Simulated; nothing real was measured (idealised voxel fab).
Process module name: voxel self aligned contacts
Cross-section cut: width 145 nm, square cells of 5 nm.
Cross-section = grid of square cells, listed top down in bands; band = one or more rows. Each band's line starts with the height of the band's top and of its bottom, in nm. Then come its materials from left to right, each with its width in nm. One material with "everywhere" fills the band from edge to edge. "blank" is empty space. Beneath 0, the wafer as received is one material, and that level is where height counting begins. The lowest band goes on downward without a bottom; it is written like "0 nm and below". The width entry "30..40" should be interpreted row by row: the top row of cells in the band takes the first number, the bottom row takes the second number, and the change between adjacent rows is uniform throughout. Given "nothing altered" for a step, no cell of the cross-section differs between before and after that step. Closed-off voids of 8+ cells (no open route to the top) go in "Fully sealed cavities", written width x height at distance from the left edge, in nm. after a step's settings: what the simulator itself notes on the step. overlay nm: how far to the right of its planned place the mask lay on this masked step (negative: to the left).

Steps in the process plan
1 RECEIVE: material Si
2 OXIDIZE: depth nm 5
3 DIRECTIONAL_DEP: material polySi, thk nm 20
4 DIRECTIONAL_DEP: material SiN, thk nm 25
5 DIRECTIONAL_DEP: material aC, thk nm 10
6 PATTERN: tone cover, mask id GATE, material resist, width nm 35, pitch nm 75, thk nm 25, overlay nm 0
7 DIRECTIONAL_ETCH: etch materials aC, depth nm 10
8 STRIP: etch materials resist
9 DIRECTIONAL_ETCH: etch materials SiN, depth nm 25
10 DIRECTIONAL_ETCH: etch materials polySi, depth nm 20
11 STRIP: etch materials aC
12 CONFORMAL_DEP: material SiN, thk nm 10
13 DIRECTIONAL_ETCH: etch materials SiN, depth nm 10
14 FILL_DEP: material SiO2, thk nm 15
15 CMP: height nm 55
16 MASKED_ETCH: tone open, mask id CONTACT, width nm 50, etch materials SiO2, depth nm 60, overlay nm 0
17 CONFORMAL_DEP: material TiN, thk nm 5
18 FILL_DEP: material Ru, thk nm 5
19 CMP: height nm 55
20 CONFORMAL_DEP: material SiCN, thk nm 5

Concerning the first of two wafers, which was run in accordance with the plan

Cross-sectional view of the wafer in its as-received condition, corresponding to the state after step 1
* 0 nm and below = Si everywhere
* Fully sealed cavities: none

So this is the wafer cross-section right after step 2
* 0 nm to -5 nm = SiO2 everywhere
* Nothing below the height -5 has changed.

So this is the wafer cross-section right after step 3
* 20 nm to 0 nm = polySi everywhere
* Nothing below the height 0 has changed.

So this is the wafer cross-section right after step 4
* 45 nm to 20 nm = SiN everywhere
* Nothing below the height 20 has changed.

So this is the wafer cross-section right after step 5
* 55 nm to 45 nm = aC everywhere
* Nothing below the height 45 has changed.

So this is the wafer cross-section right after step 6
* 80 nm to 55 nm = blank 15 nm / resist 35 nm / blank 40 nm / resist 35 nm / blank 20 nm
* Nothing below the height 55 has changed.

So this is the wafer cross-section right after step 7
* 70 nm to 55 nm = blank 15 nm / resist 35 nm / blank 40 nm / resist 35 nm / blank 20 nm
* 55 nm to 45 nm = blank 15 nm / aC 35 nm / blank 40 nm / aC 35 nm / blank 20 nm
* Nothing below the height 45 has changed.

So this is the wafer cross-section right after step 8
* 55 nm to 45 nm = blank 15 nm / aC 35 nm / blank 40 nm / aC 35 nm / blank 20 nm
* Nothing below the height 45 has changed.

So this is the wafer cross-section right after step 9
* 55 nm to 45 nm = blank 15 nm / aC 35 nm / blank 40 nm / aC 35 nm / blank 20 nm
* 45 nm to 20 nm = blank 15 nm / SiN 35 nm / blank 40 nm / SiN 35 nm / blank 20 nm
* Nothing below the height 20 has changed.

So this is the wafer cross-section right after step 10
* 55 nm to 45 nm = blank 15 nm / aC 35 nm / blank 40 nm / aC 35 nm / blank 20 nm
* 45 nm to 20 nm = blank 15 nm / SiN 35 nm / blank 40 nm / SiN 35 nm / blank 20 nm
* 20 nm to 0 nm = blank 15 nm / polySi 35 nm / blank 40 nm / polySi 35 nm / blank 20 nm
* Nothing below the height 0 has changed.

So this is the wafer cross-section right after step 11
* 45 nm to 20 nm = blank 15 nm / SiN 35 nm / blank 40 nm / SiN 35 nm / blank 20 nm
* Nothing below the height 20 has changed.

So this is the wafer cross-section right after step 12
* 55 nm to 20 nm = blank 5 nm / SiN 55 nm / blank 20 nm / SiN 55 nm / blank 10 nm
* 20 nm to 10 nm = blank 5 nm / SiN 10 nm / polySi 35 nm / SiN 10 nm / blank 20 nm / SiN 10 nm / polySi 35 nm / SiN 10 nm / blank 10 nm
* 10 nm to 0 nm = SiN 15 nm / polySi 35 nm / SiN 40 nm / polySi 35 nm / SiN 20 nm
* Nothing below the height 0 has changed.

So this is the wafer cross-section right after step 13
* 45 nm to 20 nm = blank 5 nm / SiN 55 nm / blank 20 nm / SiN 55 nm / blank 10 nm
* 20 nm to 0 nm = blank 5 nm / SiN 10 nm / polySi 35 nm / SiN 10 nm / blank 20 nm / SiN 10 nm / polySi 35 nm / SiN 10 nm / blank 10 nm
* Nothing below the height 0 has changed.

So this is the wafer cross-section right after step 14
* 60 nm to 45 nm = SiO2 everywhere
* 45 nm to 20 nm = SiO2 5 nm / SiN 55 nm / SiO2 20 nm / SiN 55 nm / SiO2 10 nm
* 20 nm to 0 nm = SiO2 5 nm / SiN 10 nm / polySi 35 nm / SiN 10 nm / SiO2 20 nm / SiN 10 nm / polySi 35 nm / SiN 10 nm / SiO2 10 nm
* Nothing below the height 0 has changed.

So this is the wafer cross-section right after step 15
* 55 nm to 45 nm = SiO2 everywhere
* Nothing below the height 45 has changed.

So this is the wafer cross-section right after step 16
* 55 nm to 45 nm = SiO2 45 nm / blank 50 nm / SiO2 50 nm
* 45 nm to 20 nm = SiO2 5 nm / SiN 55 nm / blank 20 nm / SiN 55 nm / SiO2 10 nm
* 20 nm to 0 nm = SiO2 5 nm / SiN 10 nm / polySi 35 nm / SiN 10 nm / blank 20 nm / SiN 10 nm / polySi 35 nm / SiN 10 nm / SiO2 10 nm
* 0 nm to -5 nm = SiO2 60 nm / blank 20 nm / SiO2 65 nm
* Nothing below the height -5 has changed.

So this is the wafer cross-section right after step 17
* 60 nm to 55 nm = TiN 50 nm / blank 40 nm / TiN 55 nm
* 55 nm to 45 nm = SiO2 45 nm / TiN 5..20 nm / blank 40..10 nm / TiN 5..20 nm / SiO2 50 nm
* 45 nm to 20 nm = SiO2 5 nm / SiN 55 nm / TiN 5 nm / blank 10 nm / TiN 5 nm / SiN 55 nm / SiO2 10 nm
* 20 nm to 0 nm = SiO2 5 nm / SiN 10 nm / polySi 35 nm / SiN 10 nm / TiN 5 nm / blank 10 nm / TiN 5 nm / SiN 10 nm / polySi 35 nm / SiN 10 nm / SiO2 10 nm
* 0 nm to -5 nm = SiO2 60 nm / TiN 20 nm / SiO2 65 nm
* Nothing below the height -5 has changed.

So this is the wafer cross-section right after step 18
* 65 nm to 60 nm = Ru everywhere
* 60 nm to 55 nm = TiN 50 nm / Ru 40 nm / TiN 55 nm
* 55 nm to 45 nm = SiO2 45 nm / TiN 5..20 nm / Ru 40..10 nm / TiN 5..20 nm / SiO2 50 nm
* 45 nm to 20 nm = SiO2 5 nm / SiN 55 nm / TiN 5 nm / Ru 10 nm / TiN 5 nm / SiN 55 nm / SiO2 10 nm
* 20 nm to 0 nm = SiO2 5 nm / SiN 10 nm / polySi 35 nm / SiN 10 nm / TiN 5 nm / Ru 10 nm / TiN 5 nm / SiN 10 nm / polySi 35 nm / SiN 10 nm / SiO2 10 nm
* Nothing below the height 0 has changed.

So this is the wafer cross-section right after step 19
* 55 nm to 45 nm = SiO2 45 nm / TiN 5..20 nm / Ru 40..10 nm / TiN 5..20 nm / SiO2 50 nm
* Nothing below the height 45 has changed.

So this is the wafer cross-section right after step 20
* 60 nm to 55 nm = SiCN everywhere
* Nothing below the height 55 has changed.

Wafer two of the pair: same origin, same plan, one error during the run; identical to wafer one up to and including step 15

Second wafer at the planned finish of step 16, seen in cross-section
* 55 nm to 45 nm = SiO2 40 nm / blank 50 nm / SiO2 55 nm
* 45 nm to 20 nm = SiO2 5 nm / SiN 55 nm / blank 20 nm / SiN 55 nm / SiO2 10 nm
* 20 nm to 0 nm = SiO2 5 nm / SiN 10 nm / polySi 35 nm / SiN 10 nm / blank 20 nm / SiN 10 nm / polySi 35 nm / SiN 10 nm / SiO2 10 nm
* 0 nm to -5 nm = SiO2 60 nm / blank 20 nm / SiO2 65 nm
* Nothing below the height -5 has changed.

Second wafer at the planned finish of step 17, seen in cross-section
* 60 nm to 55 nm = TiN 45 nm / blank 40 nm / TiN 60 nm
* 55 nm to 45 nm = SiO2 40 nm / TiN 5..25 nm / blank 40..10 nm / TiN 5..15 nm / SiO2 55 nm
* 45 nm to 20 nm = SiO2 5 nm / SiN 55 nm / TiN 5 nm / blank 10 nm / TiN 5 nm / SiN 55 nm / SiO2 10 nm
* 20 nm to 0 nm = SiO2 5 nm / SiN 10 nm / polySi 35 nm / SiN 10 nm / TiN 5 nm / blank 10 nm / TiN 5 nm / SiN 10 nm / polySi 35 nm / SiN 10 nm / SiO2 10 nm
* 0 nm to -5 nm = SiO2 60 nm / TiN 20 nm / SiO2 65 nm
* Nothing below the height -5 has changed.

Second wafer at the planned finish of step 18, seen in cross-section
* 65 nm to 60 nm = Ru everywhere
* 60 nm to 55 nm = TiN 45 nm / Ru 40 nm / TiN 60 nm
* 55 nm to 45 nm = SiO2 40 nm / TiN 5..25 nm / Ru 40..10 nm / TiN 5..15 nm / SiO2 55 nm
* 45 nm to 20 nm = SiO2 5 nm / SiN 55 nm / TiN 5 nm / Ru 10 nm / TiN 5 nm / SiN 55 nm / SiO2 10 nm
* 20 nm to 0 nm = SiO2 5 nm / SiN 10 nm / polySi 35 nm / SiN 10 nm / TiN 5 nm / Ru 10 nm / TiN 5 nm / SiN 10 nm / polySi 35 nm / SiN 10 nm / SiO2 10 nm
* Nothing below the height 0 has changed.

Second wafer at the planned finish of step 19, seen in cross-section
* 55 nm to 45 nm = SiO2 40 nm / TiN 5..25 nm / Ru 40..10 nm / TiN 5..15 nm / SiO2 55 nm
* Nothing below the height 45 has changed.

Second wafer at the planned finish of step 20, seen in cross-section
* 60 nm to 55 nm = SiCN everywhere
* Nothing below the height 55 has changed.
So what did we get wrong on this run? step 16, actual vs plan mismatch, actual run MASKED_ETCH: tone open, mask id CONTACT, width nm 50, etch materials SiO2, depth nm 60, overlay nm -5
Final state: per-material cell counts identical on both wafers; locations differ.
